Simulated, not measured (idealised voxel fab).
Name of the process module below: voxel transistor to metal
The width of the displayed cross-section, cut, is 295 nm; its cells are square, with a size of 5 nm.
Reading order for cross-sections: top band down to bottom band. Underlying form: a grid of square cells. Band size: one or more rows of cells. Top, bottom (nm), then materials left to right with widths (nm); lone material tagged "full width" fills the whole band edge to edge; "blank" = empty space. Convention: height 0 is the level below which the wafer, as received, is all one material. The lowest band does not terminate at the bottom but continues downward, represented as "top 0, no bottom". Width "30 to 40": first value at the band's top row of cells, second value at its bottom row, equal change from row to row. What does "no modifications" mean for a step? It means no cell of the cross-section changed in that step. The entry "Enclosed cavity list" lists the empty spaces that cover at least 8 cells and have no open path to the top. Each is written as width x height at distance, where the distance is measured from the left edge and all three values are in nm. On each step's line, the part that comes after the settings is the simulator's own comment on the step. A step's line can hold "overlay nm"; with a mask on that step, the setting says how far right of the planned place the mask lay, while a negative setting says it lay to the left. Guide to the pairs. Each holds a before and an after cross-section around one process step; the after cross-section is cut off at the lowest band that changed. Look under the pair for the step between them and its settings. Pairs can come from different runs of this module on the same starting wafer, so a pair follows on from the one above it only where its entry headed "Before the process" says it does.

## Before the process
top 0, no bottom  Si full width
Enclosed cavity list: none

## Post-Process Section
top 5, bottom 0  SiO2 full width
Anything lower than 0 is untouched.
Enclosed cavity list: none
Step, pre vs post cross-sections above: CONFORMAL_DEP (material SiO2; thk nm 5)

Before the process: Please consult the pair immediately above; the cross-section it shows after its step is the state before this step.

## Post-Process Section
top 15, bottom 5  SiN full width
Anything lower than 5 is untouched.
Enclosed cavity list: none
Step, pre vs post cross-sections above: CONFORMAL_DEP (material SiN; thk nm 10)

Before the process: Please consult the pair immediately above; the cross-section it shows after its step is the state before this step.

## Post-Process Section
top 30, bottom 15  aC full width
Anything lower than 15 is untouched.
Enclosed cavity list: none
Step, pre vs post cross-sections above: DIRECTIONAL_DEP (material aC; thk nm 15)

Before the process: Please consult the pair immediately above; the cross-section it shows after its step is the state before this step.

## Post-Process Section
top 60, bottom 30  blank=15, then resist=115, then blank=30, then resist=115, then blank=20
Anything lower than 30 is untouched.
Enclosed cavity list: none
Step, pre vs post cross-sections above: PATTERN (tone cover; mask id ACTIVE; material resist; width nm 115; pitch nm 145; thk nm 30; overlay nm 0)

Before the process: Please consult the pair immediately above; the cross-section it shows after its step is the state before this step.

## Post-Process Section
top 45, bottom 30  blank=15, then resist=115, then blank=30, then resist=115, then blank=20
top 30, bottom 15  blank=15, then aC=115, then blank=30, then aC=115, then blank=20
Anything lower than 15 is untouched.
Enclosed cavity list: none
Step, pre vs post cross-sections above: DIRECTIONAL_ETCH (etch materials aC; depth nm 15)

Before the process: Please consult the pair immediately above; the cross-section it shows after its step is the state before this step.

## Post-Process Section
top 30, bottom 15  blank=15, then aC=115, then blank=30, then aC=115, then blank=20
Anything lower than 15 is untouched.
Enclosed cavity list: none
Step, pre vs post cross-sections above: STRIP (etch materials resist)

Before the process: Please consult the pair immediately above; the cross-section it shows after its step is the state before this step.

## Post-Process Section
top 30, bottom 15  blank=15, then aC=115, then blank=30, then aC=115, then blank=20
top 15, bottom 5  blank=15, then SiN=115, then blank=30, then SiN=115, then blank=20
Anything lower than 5 is untouched.
Enclosed cavity list: none
Step, pre vs post cross-sections above: DIRECTIONAL_ETCH (etch materials SiN; depth nm 10)

Before the process: Please consult the pair immediately above; the cross-section it shows after its step is the state before this step.

## Post-Process Section
top 30, bottom 15  blank=15, then aC=115, then blank=30, then aC=115, then blank=20
top 15, bottom 5  blank=15, then SiN=115, then blank=30, then SiN=115, then blank=20
top 5, bottom 0  blank=15, then SiO2=115, then blank=30, then SiO2=115, then blank=20
Anything lower than 0 is untouched.
Enclosed cavity list: none
Step, pre vs post cross-sections above: DIRECTIONAL_ETCH (etch materials SiO2; depth nm 5)

Before the process: Please consult the pair immediately above; the cross-section it shows after its step is the state before this step.

## Post-Process Section
top 30, bottom 15  blank=15, then aC=115, then blank=30, then aC=115, then blank=20
top 15, bottom 5  blank=15, then SiN=115, then blank=30, then SiN=115, then blank=20
top 5, bottom 0  blank=15, then SiO2=115, then blank=30, then SiO2=115, then blank=20
top 0, bottom -30  blank=15, then Si=115, then blank=30, then Si=115, then blank=20
Anything lower than -30 is untouched.
Enclosed cavity list: none
Step, pre vs post cross-sections above: DIRECTIONAL_ETCH (etch materials Si; depth nm 30)

Before the process: Please consult the pair immediately above; the cross-section it shows after its step is the state before this step.

## Post-Process Section
top 15, bottom 5  blank=15, then SiN=115, then blank=30, then SiN=115, then blank=20
Anything lower than 5 is untouched.
Enclosed cavity list: none
Step, pre vs post cross-sections above: STRIP (etch materials aC)

Before the process: Please consult the pair immediately above; the cross-section it shows after its step is the state before this step.

## Post-Process Section
top 15, bottom 5  blank=15, then SiN=115, then blank=30, then SiN=115, then blank=20
top 5, bottom 0  blank=15, then SiO2=115, then blank=30, then SiO2=115, then blank=20
top 0, bottom -30  blank=15, then SiO2=5, then Si=105, then SiO2=5, then blank=30, then SiO2=5, then Si=105, then SiO2=5, then blank=20
top -30, bottom -35  SiO2=20, then Si=105, then SiO2=40, then Si=105, then SiO2=25
Anything lower than -35 is untouched.
Enclosed cavity list: none
Step, pre vs post cross-sections above: OXIDIZE (depth nm 5)

Before the process: Please consult the pair immediately above; the cross-section it shows after its step is the state before this step.

## Post-Process Section
top 20, bottom 15  SiO2 full width
top 15, bottom 5  SiO2=15, then SiN=115, then SiO2=30, then SiN=115, then SiO2=20
top 5, bottom 0  SiO2 full width
top 0, bottom -35  SiO2=20, then Si=105, then SiO2=40, then Si=105, then SiO2=25
Anything lower than -35 is untouched.
Enclosed cavity list: none
Step, pre vs post cross-sections above: FILL_DEP (material SiO2; thk nm 5)

Before the process: Please consult the pair immediately above; the cross-section it shows after its step is the state before this step.

## Post-Process Section
top 15, bottom 5  SiO2=15, then SiN=115, then SiO2=30, then SiN=115, then SiO2=20
Anything lower than 5 is untouched.
Enclosed cavity list: none
Step, pre vs post cross-sections above: CMP (height nm 15)

Before the process: Please consult the pair immediately above; the cross-section it shows after its step is the state before this step.

## Post-Process Section
top 15, bottom 5  blank=15, then SiN=115, then blank=30, then SiN=115, then blank=20
Anything lower than 5 is untouched.
Enclosed cavity list: none
Step, pre vs post cross-sections above: SELECTIVE_ETCH (etch materials SiO2; depth nm 10)

Before the process: Please consult the pair immediately above; the cross-section it shows after its step is the state before this step.

## Post-Process Section
top 5, bottom 0  SiO2 full width
Anything lower than 0 is untouched.
Enclosed cavity list: none
Step, pre vs post cross-sections above: STRIP (etch materials SiN)

Before the process: Please consult the pair immediately above; the cross-section it shows after its step is the state before this step.

## Post-Process Section
top 0, bottom -35  SiO2=20, then Si=105, then SiO2=40, then Si=105, then SiO2=25
Anything lower than -35 is untouched.
Enclosed cavity list: none
Step, pre vs post cross-sections above: SELECTIVE_ETCH (etch materials SiO2; depth nm 5)

Before the process: Please consult the pair immediately above; the cross-section it shows after its step is the state before this step.

## Post-Process Section
top 0, bottom -5  SiO2 full width
Anything lower than -5 is untouched.
Enclosed cavity list: none
Step, pre vs post cross-sections above: OXIDIZE (depth nm 5)

Before the process: Please consult the pair immediately above; the cross-section it shows after its step is the state before this step.

## Post-Process Section
top 20, bottom 0  polySi full width
Anything lower than 0 is untouched.
Enclosed cavity list: none
Step, pre vs post cross-sections above: DIRECTIONAL_DEP (material polySi; thk nm 20)

Before the process: Please consult the pair immediately above; the cross-section it shows after its step is the state before this step.

## Post-Process Section
top 30, bottom 20  SiCN full width
Anything lower than 20 is untouched.
Enclosed cavity list: none
Step, pre vs post cross-sections above: DIRECTIONAL_DEP (material SiCN; thk nm 10)

Before the process: Please consult the pair immediately above; the cross-section it shows after its step is the state before this step.

## Post-Process Section
top 45, bottom 30  aC full width
Anything lower than 30 is untouched.
Enclosed cavity list: none
Step, pre vs post cross-sections above: DIRECTIONAL_DEP (material aC; thk nm 15)

Before the process: Please consult the pair immediately above; the cross-section it shows after its step is the state before this step.

## Post-Process Section
top 75, bottom 45  blank=60, then resist=25, then blank=120, then resist=25, then blank=65
Anything lower than 45 is untouched.
Enclosed cavity list: none
Step, pre vs post cross-sections above: PATTERN (tone cover; mask id GATE; material resist; width nm 25; pitch nm 145; thk nm 30; overlay nm 0)

Before the process: Please consult the pair immediately above; the cross-section it shows after its step is the state before this step.

## Post-Process Section
top 60, bottom 45  blank=60, then resist=25, then blank=120, then resist=25, then blank=65
top 45, bottom 30  blank=60, then aC=25, then blank=120, then aC=25, then blank=65
Anything lower than 30 is untouched.
Enclosed cavity list: none
Step, pre vs post cross-sections above: DIRECTIONAL_ETCH (etch materials aC; depth nm 15)

Before the process: Please consult the pair immediately above; the cross-section it shows after its step is the state before this step.

## Post-Process Section
top 45, bottom 30  blank=60, then aC=25, then blank=120, then aC=25, then blank=65
Anything lower than 30 is untouched.
Enclosed cavity list: none
Step, pre vs post cross-sections above: STRIP (etch materials resist)

Before the process: Please consult the pair immediately above; the cross-section it shows after its step is the state before this step.

## Post-Process Section
top 45, bottom 30  blank=60, then aC=25, then blank=120, then aC=25, then blank=65
top 30, bottom 20  blank=60, then SiCN=25, then blank=120, then SiCN=25, then blank=65
Anything lower than 20 is untouched.
Enclosed cavity list: none
Step, pre vs post cross-sections above: DIRECTIONAL_ETCH (etch materials SiCN; depth nm 20)

Before the process: Please consult the pair immediately above; the cross-section it shows after its step is the state before this step.

## Post-Process Section
top 45, bottom 30  blank=60, then aC=25, then blank=120, then aC=25, then blank=65
top 30, bottom 20  blank=60, then SiCN=25, then blank=120, then SiCN=25, then blank=65
top 20, bottom 0  blank=60, then polySi=25, then blank=120, then polySi=25, then blank=65
Anything lower than 0 is untouched.
Enclosed cavity list: none
Step, pre vs post cross-sections above: DIRECTIONAL_ETCH (etch materials polySi; depth nm 30)

Before the process: Please consult the pair immediately above; the cross-section it shows after its step is the state before this step.

## Post-Process Section
top 30, bottom 20  blank=60, then SiCN=25, then blank=120, then SiCN=25, then blank=65
Anything lower than 20 is untouched.
Enclosed cavity list: none
Step, pre vs post cross-sections above: STRIP (etch materials aC)

Before the process: Please consult the pair immediately above; the cross-section it shows after its step is the state before this step.

## Post-Process Section
top 35, bottom 30  blank=55, then SiN=35, then blank=110, then SiN=35, then blank=60
top 30, bottom 20  blank=55, then SiN=5, then SiCN=25, then SiN=5, then blank=110, then SiN=5, then SiCN=25, then SiN=5, then blank=60
top 20, bottom 5  blank=55, then SiN=5, then polySi=25, then SiN=5, then blank=110, then SiN=5, then polySi=25, then SiN=5, then blank=60
top 5, bottom 0  SiN=60, then polySi=25, then SiN=120, then polySi=25, then SiN=65
Anything lower than 0 is untouched.
Enclosed cavity list: none
Step, pre vs post cross-sections above: CONFORMAL_DEP (material SiN; thk nm 5)

Before the process: Please consult the pair immediately above; the cross-section it shows after its step is the state before this step.

## Post-Process Section
top 30, bottom 20  blank=55, then SiN=5, then SiCN=25, then SiN=5, then blank=110, then SiN=5, then SiCN=25, then SiN=5, then blank=60
top 20, bottom 0  blank=55, then SiN=5, then polySi=25, then SiN=5, then blank=110, then SiN=5, then polySi=25, then SiN=5, then blank=60
Anything lower than 0 is untouched.
Enclosed cavity list: none
Step, pre vs post cross-sections above: DIRECTIONAL_ETCH (etch materials SiN; depth nm 5)

Before the process: Please consult the pair immediately above; the cross-section it shows after its step is the state before this step.

## Post-Process Section
top 30, bottom 20  blank=55, then SiN=5, then SiCN=25, then SiN=5, then blank=110, then SiN=5, then SiCN=25, then SiN=5, then blank=60
top 20, bottom 0  blank=55, then SiN=5, then polySi=25, then SiN=5, then blank=110, then SiN=5, then polySi=25, then SiN=5, then blank=60
top 0, bottom -5  blank=55, then SiO2=35, then blank=110, then SiO2=35, then blank=60
Anything lower than -5 is untouched.
Enclosed cavity list: none
Step, pre vs post cross-sections above: DIRECTIONAL_ETCH (etch materials SiO2; depth nm 5)

Before the process: Please consult the pair immediately above; the cross-section it shows after its step is the state before this step.

## Post-Process Section
top 30, bottom 20  blank=55, then SiN=5, then SiCN=25, then SiN=5, then blank=110, then SiN=5, then SiCN=25, then SiN=5, then blank=60
top 20, bottom 0  blank=55, then SiN=5, then polySi=25, then SiN=5, then blank=110, then SiN=5, then polySi=25, then SiN=5, then blank=60
top 0, bottom -5  blank=55, then SiO2=35, then blank=110, then SiO2=35, then blank=60
top -5, bottom -10  SiO2=20, then blank=35, then Si=35, then blank=35, then SiO2=40, then blank=35, then Si=35, then blank=35, then SiO2=25
Anything lower than -10 is untouched.
Enclosed cavity list: none
Step, pre vs post cross-sections above: DIRECTIONAL_ETCH (etch materials Si; depth nm 5)

Before the process: Please consult the pair immediately above; the cross-section it shows after its step is the state before this step.

## Post-Process Section
top 30, bottom 20  blank=55, then SiN=5, then SiCN=25, then SiN=5, then blank=110, then SiN=5, then SiCN=25, then SiN=5, then blank=60
top 20, bottom 0  blank=55, then SiN=5, then polySi=25, then SiN=5, then blank=110, then SiN=5, then polySi=25, then SiN=5, then blank=60
top 0, bottom -5  blank=50, then pSi=5, then SiO2=35, then pSi=5, then blank=100, then pSi=5, then SiO2=35, then pSi=5, then blank=55
top -5, bottom -10  SiO2=20, then pSi=35, then Si=35, then pSi=35, then SiO2=40, then pSi=35, then Si=35, then pSi=35, then SiO2=25
Anything lower than -10 is untouched.
Enclosed cavity list: none
Step, pre vs post cross-sections above: EPI (material pSi; thk nm 5)

Before the process: Please consult the pair immediately above; the cross-section it shows after its step is the state before this step.

## Post-Process Section
top 35, bottom 30  SiO2 full width
top 30, bottom 20  SiO2=55, then SiN=5, then SiCN=25, then SiN=5, then SiO2=110, then SiN=5, then SiCN=25, then SiN=5, then SiO2=60
top 20, bottom 0  SiO2=55, then SiN=5, then polySi=25, then SiN=5, then SiO2=110, then SiN=5, then polySi=25, then SiN=5, then SiO2=60
top 0, bottom -5  SiO2=50, then pSi=5, then SiO2=35, then pSi=5, then SiO2=100, then pSi=5, then SiO2=35, then pSi=5, then SiO2=55
Anything lower than -5 is untouched.
Enclosed cavity list: none
Step, pre vs post cross-sections above: FILL_DEP (material SiO2; thk nm 5)

Before the process: Please consult the pair immediately above; the cross-section it shows after its step is the state before this step.

## Post-Process Section
top 20, bottom 0  SiO2=55, then SiN=5, then polySi=25, then SiN=5, then SiO2=110, then SiN=5, then polySi=25, then SiN=5, then SiO2=60
Anything lower than 0 is untouched.
Enclosed cavity list: none
Step, pre vs post cross-sections above: CMP (height nm 20)

Before the process: Please consult the pair immediately above; the cross-section it shows after its step is the state before this step.

## Post-Process Section
top 20, bottom 0  SiO2=55, then SiN=5, then blank=25, then SiN=5, then SiO2=110, then SiN=5, then blank=25, then SiN=5, then SiO2=60
Anything lower than 0 is untouched.
Enclosed cavity list: none
Step, pre vs post cross-sections above: STRIP (etch materials polySi)

Before the process: Please consult the pair immediately above; the cross-section it shows after its step is the state before this step.

## Post-Process Section
top 20, bottom 15  blank=55, then SiN=5, then blank=25, then SiN=5, then blank=110, then SiN=5, then blank=25, then SiN=5, then blank=60
top 15, bottom 0  SiO2=55, then SiN=5, then blank=25, then SiN=5, then SiO2=110, then SiN=5, then blank=25, then SiN=5, then SiO2=60
top 0, bottom -5  SiO2=50, then pSi=5, then blank=35, then pSi=5, then SiO2=100, then pSi=5, then blank=35, then pSi=5, then SiO2=55
Anything lower than -5 is untouched.
Enclosed cavity list: none
Step, pre vs post cross-sections above: SELECTIVE_ETCH (etch materials SiO2; depth nm 5)

Before the process: Please consult the pair immediately above; the cross-section it shows after its step is the state before this step.

## Post-Process Section
top 25, bottom 20  blank=50, then HfO2=15, then blank=15, then HfO2=15, then blank=100, then HfO2=15, then blank=15, then HfO2=15, then blank=55
top 20, bottom 15  HfO2=55, then SiN=5, then HfO2=5, then blank=15, then HfO2=5, then SiN=5, then HfO2=110, then SiN=5, then HfO2=5, then blank=15, then HfO2=5, then SiN=5, then HfO2=60
top 15, bottom 0  SiO2=55, then SiN=5, then HfO2=5, then blank=15, then HfO2=5, then SiN=5, then SiO2=110, then SiN=5, then HfO2=5, then blank=15, then HfO2=5, then SiN=5, then SiO2=60
top 0, bottom -5  SiO2=50, then pSi=5, then HfO2=35, then pSi=5, then SiO2=100, then pSi=5, then HfO2=35, then pSi=5, then SiO2=55
Anything lower than -5 is untouched.
Enclosed cavity list: none
Step, pre vs post cross-sections above: CONFORMAL_DEP (material HfO2; thk nm 5)

Before the process: Please consult the pair immediately above; the cross-section it shows after its step is the state before this step.

## Post-Process Section
top 30, bottom 25  blank=45, then TiN=25, then blank=5, then TiN=25, then blank=90, then TiN=25, then blank=5, then TiN=25, then blank=50
top 25, bottom 20  TiN=50, then HfO2=15, then TiN=5, then blank=5, then TiN=5, then HfO2=15, then TiN=100, then HfO2=15, then TiN=5, then blank=5, then TiN=5, then HfO2=15, then TiN=55
top 20, bottom 15  HfO2=55, then SiN=5, then HfO2=5, then TiN=5, then blank=5, then TiN=5, then HfO2=5, then SiN=5, then HfO2=110, then SiN=5, then HfO2=5, then TiN=5, then blank=5, then TiN=5, then HfO2=5, then SiN=5, then HfO2=60
top 15, bottom 5  SiO2=55, then SiN=5, then HfO2=5, then TiN=5, then blank=5, then TiN=5, then HfO2=5, then SiN=5, then SiO2=110, then SiN=5, then HfO2=5, then TiN=5, then blank=5, then TiN=5, then HfO2=5, then SiN=5, then SiO2=60
top 5, bottom 0  SiO2=55, then SiN=5, then HfO2=5, then TiN=15, then HfO2=5, then SiN=5, then SiO2=110, then SiN=5, then HfO2=5, then TiN=15, then HfO2=5, then SiN=5, then SiO2=60
Anything lower than 0 is untouched.
Enclosed cavity list: none
Step, pre vs post cross-sections above: CONFORMAL_DEP (material TiN; thk nm 5)

Before the process: Please consult the pair immediately above; the cross-section it shows after its step is the state before this step.

## Post-Process Section
top 40, bottom 30  W full width
top 30, bottom 25  W=45, then TiN=25, then W=5, then TiN=25, then W=90, then TiN=25, then W=5, then TiN=25, then W=50
top 25, bottom 20  TiN=50, then HfO2=15, then TiN=5, then W=5, then TiN=5, then HfO2=15, then TiN=100, then HfO2=15, then TiN=5, then W=5, then TiN=5, then HfO2=15, then TiN=55
top 20, bottom 15  HfO2=55, then SiN=5, then HfO2=5, then TiN=5, then W=5, then TiN=5, then HfO2=5, then SiN=5, then HfO2=110, then SiN=5, then HfO2=5, then TiN=5, then W=5, then TiN=5, then HfO2=5, then SiN=5, then HfO2=60
top 15, bottom 5  SiO2=55, then SiN=5, then HfO2=5, then TiN=5, then W=5, then TiN=5, then HfO2=5, then SiN=5, then SiO2=110, then SiN=5, then HfO2=5, then TiN=5, then W=5, then TiN=5, then HfO2=5, then SiN=5, then SiO2=60
Anything lower than 5 is untouched.
Enclosed cavity list: none
Step, pre vs post cross-sections above: FILL_DEP (material W; thk nm 10)

Before the process: Please consult the pair immediately above; the cross-section it shows after its step is the state before this step.

## Post-Process Section
top 15, bottom 5  SiO2=55, then SiN=5, then HfO2=5, then TiN=5, then W=5, then TiN=5, then HfO2=5, then SiN=5, then SiO2=110, then SiN=5, then HfO2=5, then TiN=5, then W=5, then TiN=5, then HfO2=5, then SiN=5, then SiO2=60
Anything lower than 5 is untouched.
Enclosed cavity list: none
Step, pre vs post cross-sections above: CMP (height nm 15)

Before the process: Please consult the pair immediately above; the cross-section it shows after its step is the state before this step.

## Post-Process Section
top 25, bottom 15  SiO2 full width
Anything lower than 15 is untouched.
Enclosed cavity list: none
Step, pre vs post cross-sections above: DIRECTIONAL_DEP (material SiO2; thk nm 10)

Before the process: Please consult the pair immediately above; the cross-section it shows after its step is the state before this step.

## Post-Process Section
top 40, bottom 25  resist=25, then blank=20, then resist=55, then blank=20, then resist=50, then blank=20, then resist=55, then blank=20, then resist=30
Anything lower than 25 is untouched.
Enclosed cavity list: none
Step, pre vs post cross-sections above: PATTERN (tone open; mask id CONTACT; material resist; width nm 20; thk nm 15; overlay nm 0)

Before the process: Please consult the pair immediately above; the cross-section it shows after its step is the state before this step.

## Post-Process Section
top 40, bottom 25  resist=25, then blank=20, then resist=55, then blank=20, then resist=50, then blank=20, then resist=55, then blank=20, then resist=30
top 25, bottom 15  SiO2=25, then blank=20, then SiO2=55, then blank=20, then SiO2=50, then blank=20, then SiO2=55, then blank=20, then SiO2=30
top 15, bottom 5  SiO2=25, then blank=20, then SiO2=10, then SiN=5, then HfO2=5, then TiN=5, then W=5, then TiN=5, then HfO2=5, then SiN=5, then SiO2=10, then blank=20, then SiO2=50, then blank=20, then SiO2=10, then SiN=5, then HfO2=5, then TiN=5, then W=5, then TiN=5, then HfO2=5, then SiN=5, then SiO2=10, then blank=20, then SiO2=30
top 5, bottom 0  SiO2=25, then blank=20, then SiO2=10, then SiN=5, then HfO2=5, then TiN=15, then HfO2=5, then SiN=5, then SiO2=10, then blank=20, then SiO2=50, then blank=20, then SiO2=10, then SiN=5, then HfO2=5, then TiN=15, then HfO2=5, then SiN=5, then SiO2=10, then blank=20, then SiO2=30
top 0, bottom -5  SiO2=25, then blank=20, then SiO2=5, then pSi=5, then HfO2=35, then pSi=5, then SiO2=5, then blank=20, then SiO2=50, then blank=20, then SiO2=5, then pSi=5, then HfO2=35, then pSi=5, then SiO2=5, then blank=20, then SiO2=30
Anything lower than -5 is untouched.
Enclosed cavity list: none
Step, pre vs post cross-sections above: DIRECTIONAL_ETCH (etch materials SiO2; depth nm 30)

Before the process: Please consult the pair immediately above; the cross-section it shows after its step is the state before this step.

## Post-Process Section
top 25, bottom 15  SiO2=25, then blank=20, then SiO2=55, then blank=20, then SiO2=50, then blank=20, then SiO2=55, then blank=20, then SiO2=30
Anything lower than 15 is untouched.
Enclosed cavity list: none
Step, pre vs post cross-sections above: STRIP (etch materials resist)

Before the process: Please consult the pair immediately above; the cross-section it shows after its step is the state before this step.

## Post-Process Section
top 30, bottom 25  TiN=30, then blank=10, then TiN=65, then blank=10, then TiN=60, then blank=10, then TiN=65, then blank=10, then TiN=35
top 25, bottom 15  SiO2=25, then TiN=5, then blank=10, then TiN=5, then SiO2=55, then TiN=5, then blank=10, then TiN=5, then SiO2=50, then TiN=5, then blank=10, then TiN=5, then SiO2=55, then TiN=5, then blank=10, then TiN=5, then SiO2=30
top 15, bottom 5  SiO2=25, then TiN=5, then blank=10, then TiN=5, then SiO2=10, then SiN=5, then HfO2=5, then TiN=5, then W=5, then TiN=5, then HfO2=5, then SiN=5, then SiO2=10, then TiN=5, then blank=10, then TiN=5, then SiO2=50, then TiN=5, then blank=10, then TiN=5, then SiO2=10, then SiN=5, then HfO2=5, then TiN=5, then W=5, then TiN=5, then HfO2=5, then SiN=5, then SiO2=10, then TiN=5, then blank=10, then TiN=5, then SiO2=30
top 5, bottom 0  SiO2=25, then TiN=5, then blank=10, then TiN=5, then SiO2=10, then SiN=5, then HfO2=5, then TiN=15, then HfO2=5, then SiN=5, then SiO2=10, then TiN=5, then blank=10, then TiN=5, then SiO2=50, then TiN=5, then blank=10, then TiN=5, then SiO2=10, then SiN=5, then HfO2=5, then TiN=15, then HfO2=5, then SiN=5, then SiO2=10, then TiN=5, then blank=10, then TiN=5, then SiO2=30
top 0, bottom -5  SiO2=25, then TiN=20, then SiO2=5, then pSi=5, then HfO2=35, then pSi=5, then SiO2=5, then TiN=20, then SiO2=50, then TiN=20, then SiO2=5, then pSi=5, then HfO2=35, then pSi=5, then SiO2=5, then TiN=20, then SiO2=30
Anything lower than -5 is untouched.
Enclosed cavity list: none
Step, pre vs post cross-sections above: CONFORMAL_DEP (material TiN; thk nm 5)

Before the process: Please consult the pair immediately above; the cross-section it shows after its step is the state before this step.

## Post-Process Section
top 35, bottom 30  W full width
top 30, bottom 25  TiN=30, then W=10, then TiN=65, then W=10, then TiN=60, then W=10, then TiN=65, then W=10, then TiN=35
top 25, bottom 15  SiO2=25, then TiN=5, then W=10, then TiN=5, then SiO2=55, then TiN=5, then W=10, then TiN=5, then SiO2=50, then TiN=5, then W=10, then TiN=5, then SiO2=55, then TiN=5, then W=10, then TiN=5, then SiO2=30
top 15, bottom 5  SiO2=25, then TiN=5, then W=10, then TiN=5, then SiO2=10, then SiN=5, then HfO2=5, then TiN=5, then W=5, then TiN=5, then HfO2=5, then SiN=5, then SiO2=10, then TiN=5, then W=10, then TiN=5, then SiO2=50, then TiN=5, then W=10, then TiN=5, then SiO2=10, then SiN=5, then HfO2=5, then TiN=5, then W=5, then TiN=5, then HfO2=5, then SiN=5, then SiO2=10, then TiN=5, then W=10, then TiN=5, then SiO2=30
top 5, bottom 0  SiO2=25, then TiN=5, then W=10, then TiN=5, then SiO2=10, then SiN=5, then HfO2=5, then TiN=15, then HfO2=5, then SiN=5, then SiO2=10, then TiN=5, then W=10, then TiN=5, then SiO2=50, then TiN=5, then W=10, then TiN=5, then SiO2=10, then SiN=5, then HfO2=5, then TiN=15, then HfO2=5, then SiN=5, then SiO2=10, then TiN=5, then W=10, then TiN=5, then SiO2=30
Anything lower than 0 is untouched.
Enclosed cavity list: none
Step, pre vs post cross-sections above: FILL_DEP (material W; thk nm 5)

Before the process: Please consult the pair immediately above; the cross-section it shows after its step is the state before this step.

## Post-Process Section
top 25, bottom 15  SiO2=25, then TiN=5, then W=10, then TiN=5, then SiO2=55, then TiN=5, then W=10, then TiN=5, then SiO2=50, then TiN=5, then W=10, then TiN=5, then SiO2=55, then TiN=5, then W=10, then TiN=5, then SiO2=30
Anything lower than 15 is untouched.
Enclosed cavity list: none
Step, pre vs post cross-sections above: CMP (height nm 25)

Before the process: Please consult the pair immediately above; the cross-section it shows after its step is the state before this step.

## Post-Process Section
top 30, bottom 25  SiN full width
Anything lower than 25 is untouched.
Enclosed cavity list: none
Step, pre vs post cross-sections above: CONFORMAL_DEP (material SiN; thk nm 5)

Before the process: Please consult the pair immediately above; the cross-section it shows after its step is the state before this step.

## Post-Process Section
top 50, bottom 30  lowk full width
Anything lower than 30 is untouched.
Enclosed cavity list: none
Step, pre vs post cross-sections above: DIRECTIONAL_DEP (material lowk; thk nm 20)

Before the process: Please consult the pair immediately above; the cross-section it shows after its step is the state before this step.

## Post-Process Section
top 50, bottom 30  lowk=25, then blank=20, then lowk=55, then blank=20, then lowk=50, then blank=20, then lowk=55, then blank=20, then lowk=30
Anything lower than 30 is untouched.
Enclosed cavity list: none
Step, pre vs post cross-sections above: MASKED_ETCH (tone open; mask id METAL_1; width nm 20; etch materials lowk; depth nm 20; overlay nm 0)

Before the process: Please consult the pair immediately above; the cross-section it shows after its step is the state before this step.

## Post-Process Section
top 50, bottom 30  lowk=25, then blank=20, then lowk=55, then blank=20, then lowk=50, then blank=20, then lowk=55, then blank=20, then lowk=30
top 30, bottom 25  SiN=25, then blank=20, then SiN=55, then blank=20, then SiN=50, then blank=20, then SiN=55, then blank=20, then SiN=30
Anything lower than 25 is untouched.
Enclosed cavity list: none
Step, pre vs post cross-sections above: MASKED_ETCH (tone open; mask id METAL_1; width nm 20; etch materials SiN; depth nm 5; overlay nm 0)

Before the process: Please consult the pair immediately above; the cross-section it shows after its step is the state before this step.

## Post-Process Section
top 55, bottom 50  TiN=30, then blank=10, then TiN=65, then blank=10, then TiN=60, then blank=10, then TiN=65, then blank=10, then TiN=35
top 50, bottom 30  lowk=25, then TiN=5, then blank=10, then TiN=5, then lowk=55, then TiN=5, then blank=10, then TiN=5, then lowk=50, then TiN=5, then blank=10, then TiN=5, then lowk=55, then TiN=5, then blank=10, then TiN=5, then lowk=30
top 30, bottom 25  SiN=25, then TiN=20, then SiN=55, then TiN=20, then SiN=50, then TiN=20, then SiN=55, then TiN=20, then SiN=30
Anything lower than 25 is untouched.
Enclosed cavity list: none
Step, pre vs post cross-sections above: CONFORMAL_DEP (material TiN; thk nm 5)

Before the process: Please consult the pair immediately above; the cross-section it shows after its step is the state before this step.

## Post-Process Section
top 60, bottom 55  Cu full width
top 55, bottom 50  TiN=30, then Cu=10, then TiN=65, then Cu=10, then TiN=60, then Cu=10, then TiN=65, then Cu=10, then TiN=35
top 50, bottom 30  lowk=25, then TiN=5, then Cu=10, then TiN=5, then lowk=55, then TiN=5, then Cu=10, then TiN=5, then lowk=50, then TiN=5, then Cu=10, then TiN=5, then lowk=55, then TiN=5, then Cu=10, then TiN=5, then lowk=30
Anything lower than 30 is untouched.
Enclosed cavity list: none
Step, pre vs post cross-sections above: FILL_DEP (material Cu; thk nm 5)

Before the process: Please consult the pair immediately above; the cross-section it shows after its step is the state before this step.

## Post-Process Section
top 50, bottom 30  lowk=25, then TiN=5, then Cu=10, then TiN=5, then lowk=55, then TiN=5, then Cu=10, then TiN=5, then lowk=50, then TiN=5, then Cu=10, then TiN=5, then lowk=55, then TiN=5, then Cu=10, then TiN=5, then lowk=30
Anything lower than 30 is untouched.
Enclosed cavity list: none
Step, pre vs post cross-sections above: CMP (height nm 50)

Before the process: Please consult the pair immediately above; the cross-section it shows after its step is the state before this step.

## Post-Process Section
top 55, bottom 50  blank=20, then Ru=30, then blank=45, then Ru=30, then blank=40, then Ru=30, then blank=45, then Ru=30, then blank=25
Anything lower than 50 is untouched.
Enclosed cavity list: none
Step, pre vs post cross-sections above: EPI (material Ru; thk nm 5)

Before the process: Please consult the pair immediately above; the cross-section it shows after its step is the state before this step.

## Post-Process Section
top 60, bottom 55  SiCN full width
top 55, bottom 50  SiCN=20, then Ru=30, then SiCN=45, then Ru=30, then SiCN=40, then Ru=30, then SiCN=45, then Ru=30, then SiCN=25
Anything lower than 50 is untouched.
Enclosed cavity list: none
Step, pre vs post cross-sections above: FILL_DEP (material SiCN; thk nm 5)

Before the process: Please consult the pair immediately above; the cross-section it shows after its step is the state before this step.

## Post-Process Section
top 85, bottom 60  lowk full width
Anything lower than 60 is untouched.
Enclosed cavity list: none
Step, pre vs post cross-sections above: DIRECTIONAL_DEP (material lowk; thk nm 25)

Before the process: Please consult the pair immediately above; the cross-section it shows after its step is the state before this step.

## Post-Process Section
top 85, bottom 60  lowk=25, then blank=15, then lowk=130, then blank=15, then lowk=110
Anything lower than 60 is untouched.
Enclosed cavity list: none
Step, pre vs post cross-sections above: MASKED_ETCH (tone open; mask id METAL_2_HOLES; width nm 15; pitch nm 145; etch materials lowk; depth nm 25; overlay nm 0)
